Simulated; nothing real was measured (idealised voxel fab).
Title: Process Module voxel local oxidation
Xsec cut, 270 nm wide, square cell size 5 nm.
Cross-section, as written here: a square-cell grid given band by band from the top down, where a band holds one or more rows of cells. Top height, bottom height, nm. Materials left to right, width each, nm. Single material + "edge to edge" = fills band edge to edge. "empty" = empty. Below 0: as-received wafer, all one material; heights counted from there. Lowest band: no bottom, goes on down, written "0 down". The two numbers in a width such as "30 to 40" mark its ends across the band: the first belongs to the top row of cells, the second to the bottom row, and from each row to the next the width moves by the same amount. What does "no change" mean for a step? It means no cell of the cross-section changed in that step. Heads up: "Voids, sealed" only lists the empty pockets with no open path to the top that are 8 cells or more, and it writes them as width x height at distance, distance from the left edge, in nm. Formally, on a step line, whatever follows the settings is a remark that the simulator itself makes on the step. What "overlay nm" on a step's line means: if the step has a mask, that mask lay this far to the right of its planned place, or, when the value is negative, to the left.

### Intended process steps
1. RECEIVE (material Si)
2. OXIDIZE (depth nm 5)
3. CONFORMAL_DEP (material SiN; thk nm 10)
4. DIRECTIONAL_DEP (material aC; thk nm 15)
5. PATTERN (tone cover; mask id ACTIVE; material resist; width nm 120; thk nm 30; overlay nm 0)
6. DIRECTIONAL_ETCH (etch materials aC; depth nm 15)
7. STRIP (etch materials resist)
8. DIRECTIONAL_ETCH (etch materials SiN; depth nm 10)
9. STRIP (etch materials aC)
10. SELECTIVE_ETCH (etch materials SiO2; depth nm 5)
11. OXIDIZE (depth nm 10)
12. STRIP (etch materials SiN)

### First wafer, two in total, run as planned

### Incoming wafer, cross-sectional view, post step 1
	0 down = Si edge to edge
	Voids, sealed: none

### Wafer section view after processing step 2
	0 to -5 = SiO2 edge to edge
	Below -5 it's all the same as before, nothing changed down there.

### Wafer section view after processing step 3
	10 to 0 = SiN edge to edge
	Below 0 it's all the same as before, nothing changed down there.

### Wafer section view after processing step 4
	25 to 10 = aC edge to edge
	Below 10 it's all the same as before, nothing changed down there.

### Wafer section view after processing step 5
	55 to 25 = empty (75) / resist (120) / empty (75)
	Below 25 it's all the same as before, nothing changed down there.

### Wafer section view after processing step 6
	40 to 25 = empty (75) / resist (120) / empty (75)
	25 to 10 = empty (75) / aC (120) / empty (75)
	Below 10 it's all the same as before, nothing changed down there.

### Wafer section view after processing step 7
	25 to 10 = empty (75) / aC (120) / empty (75)
	Below 10 it's all the same as before, nothing changed down there.

### Wafer section view after processing step 8
	25 to 10 = empty (75) / aC (120) / empty (75)
	10 to 0 = empty (75) / SiN (120) / empty (75)
	Below 0 it's all the same as before, nothing changed down there.

### Wafer section view after processing step 9
	10 to 0 = empty (75) / SiN (120) / empty (75)
	Below 0 it's all the same as before, nothing changed down there.

### Wafer section view after processing step 10
	10 to 0 = empty (75) / SiN (120) / empty (75)
	0 to -5 = empty (80) / SiO2 (110) / empty (80)
	Below -5 it's all the same as before, nothing changed down there.

### Wafer section view after processing step 11
	10 to 0 = empty (75) / SiN (120) / empty (75)
	0 to -5 = empty (80) / SiO2 (110) / empty (80)
	-5 to -15 = SiO2 (90) / Si (90) / SiO2 (90)
	Below -15 it's all the same as before, nothing changed down there.

### Wafer section view after processing step 12
	0 to -5 = empty (80) / SiO2 (110) / empty (80)
	Below -5 it's all the same as before, nothing changed down there.

### Second of two: same start, same plan, one run error; steps up to and including 11 match the first

### What the second wafer looks like in cross-section when step 12 should have wrapped up
	-5 to -15 = empty (90) / Si (90) / empty (90)
	Below -15 it's all the same as before, nothing changed down there.
What broke from the plan during processing? so step 12 ended up running with a different setting than we planned, it ran as STRIP (etch materials SiO2)
Final tally in cells, some materials are higher or lower on the second wafer than on the first: SiO2: 94 fewer
